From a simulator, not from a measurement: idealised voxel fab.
The following is a process module called voxel capacitor over wiring.
cross-section cut | 255 nm wide | cells 5 nm
Notation: cross-section as square-cell grid; stated in bands, top first, going down; one or more cell rows per band. First you get the band's top height and its bottom height, in nm, and then the materials it's made of, left to right, with each width in nm. If you see a single material with "full width", that one covers the band edge to edge. "blank" is empty space. Heights from 0 (as-received wafer is one material below). Bottom band endless downward, as "0..down". Per-row width for "30->40": begins at first number (top row of band), ends at second number (bottom row), increment between rows held constant. "changes: none" -> step changed no cross-section cell. Voids not open to the top, 8 cells minimum: see "Fully sealed voids". Written width x height at distance; distance is from the left edge; nm. What comes after the settings on a step's line is commentary from the simulator itself on that step. You can add "overlay nm" to a step's line. For a step with a mask, it describes how far the mask lay to the right of its planned position, and a negative number describes a lay to the left.

### Here's what the planned process steps look like
1,op RECEIVE | material Si
2,op CONFORMAL_DEP | material SiO2 | thk nm 15
3,op DIRECTIONAL_DEP | material TiN | thk nm 5
4,op DIRECTIONAL_DEP | material W | thk nm 15
5,op PATTERN | tone cover | mask id METAL_1 | material resist | width nm 20 | pitch nm 70 | thk nm 15 | overlay nm 0
6,op DIRECTIONAL_ETCH | etch materials W | depth nm 15
7,op DIRECTIONAL_ETCH | etch materials TiN | depth nm 5
8,op STRIP | etch materials resist
9,op CONFORMAL_DEP | material SiN | thk nm 5
10,op FILL_DEP | material lowk | thk nm 10
11,op CMP | height nm 35
12,op CONFORMAL_DEP | material SiCN | thk nm 5
13,op DIRECTIONAL_DEP | material lowk | thk nm 20
14,op DIRECTIONAL_DEP | material aC | thk nm 10
15,op PATTERN | tone open | mask id PLUG_1 | material resist | width nm 15 | thk nm 25 | overlay nm 0
16,op DIRECTIONAL_ETCH | etch materials aC | depth nm 10
17,op STRIP | etch materials resist
18,op DIRECTIONAL_ETCH | etch materials lowk | depth nm 20
19,op DIRECTIONAL_ETCH | etch materials SiCN | depth nm 5
20,op STRIP | etch materials aC
21,op CONFORMAL_DEP | material TiN | thk nm 5
22,op FILL_DEP | material Ru | thk nm 10
23,op CMP | height nm 60
24,op DIRECTIONAL_DEP | material TiN | thk nm 10
25,op DIRECTIONAL_DEP | material SiN | thk nm 5
26,op DIRECTIONAL_DEP | material TiN | thk nm 5
27,op PATTERN | tone cover | mask id UPPER_PLATE | material resist | width nm 55 | thk nm 20 | overlay nm 0
28,op DIRECTIONAL_ETCH | etch materials TiN | depth nm 5
29,op DIRECTIONAL_ETCH | etch materials SiN | depth nm 5
30,op STRIP | etch materials resist
31,op MASKED_ETCH | tone cover | mask id LOWER_PLATE | width nm 65 | etch materials TiN | depth nm 10 | overlay nm 0
32,op FILL_DEP | material SiO2 | thk nm 15
33,op CMP | height nm 90
34,op DIRECTIONAL_DEP | material aC | thk nm 15
35,op PATTERN | tone open | mask id PLUG_2 | material resist | width nm 15 | thk nm 30 | overlay nm 0
36,op DIRECTIONAL_ETCH | etch materials aC | depth nm 15
37,op STRIP | etch materials resist
38,op DIRECTIONAL_ETCH | etch materials SiO2 | depth nm 10
39,op STRIP | etch materials aC
40,op CONFORMAL_DEP | material TiN | thk nm 5
41,op FILL_DEP | material Ru | thk nm 5
42,op CMP | height nm 90
43,op CONFORMAL_DEP | material SiCN | thk nm 5

### As-received wafer cross-section (after step 1)
    0..down: Si full width
    Fully sealed voids: none

### Wafer cross-section at module end: first of two, run to plan
    95..90: SiCN full width
    90..85: SiO2 95; TiN 5; Ru 5; TiN 5; SiO2 145
    85..75: SiO2 95->85; TiN 15->55; SiO2 145->115
    75..70: SiO2 85; SiN 55; SiO2 115
    70..60: SiO2 80; TiN 65; SiO2 110
    60..40: lowk 85; TiN 5; Ru 5; TiN 5; lowk 155
    40..35: SiCN 85; TiN 15; SiCN 155
    35..20: lowk 75; SiN 5; W 20; SiN 5; lowk 40; SiN 5; W 20; SiN 5; lowk 80
    20..15: SiN 80; TiN 20; SiN 50; TiN 20; SiN 85
    15..0: SiO2 full width
    0..down: Si full width
    Fully sealed voids: none

### The second wafer, shown in cross-section after the module: started the same way as the first and given the same plan, yet one mistake crept into how it was run
    95..90: SiCN full width
    90..85: SiO2 95; TiN 5; Ru 5; TiN 5; SiO2 145
    85..75: SiO2 95->85; TiN 15->55; SiO2 145->115
    75..70: SiO2 85; SiN 55; SiO2 115
    70..60: SiO2 80; TiN 65; SiO2 110
    60..45: lowk 85; TiN 5; Ru 5; TiN 5; lowk 155
    45..40: lowk 85; TiN 15; lowk 155
    40..35: SiO2 full width
    35..20: lowk 75; SiN 5; W 20; SiN 5; lowk 40; SiN 5; W 20; SiN 5; lowk 80
    20..15: SiN 80; TiN 20; SiN 50; TiN 20; SiN 85
    15..0: SiO2 full width
    0..down: Si full width
    Fully sealed voids: none
Where did the run depart from the plan? step 12 did not happen as planned, as run it was op CONFORMAL_DEP | material SiO2 | thk nm 5
Once processing is complete, comparing cell counts shows that the second wafer has more or fewer of certain materials than the first: Ru: 1 fewer | SiCN: 48 fewer | SiO2: 51 more | TiN: 2 fewer
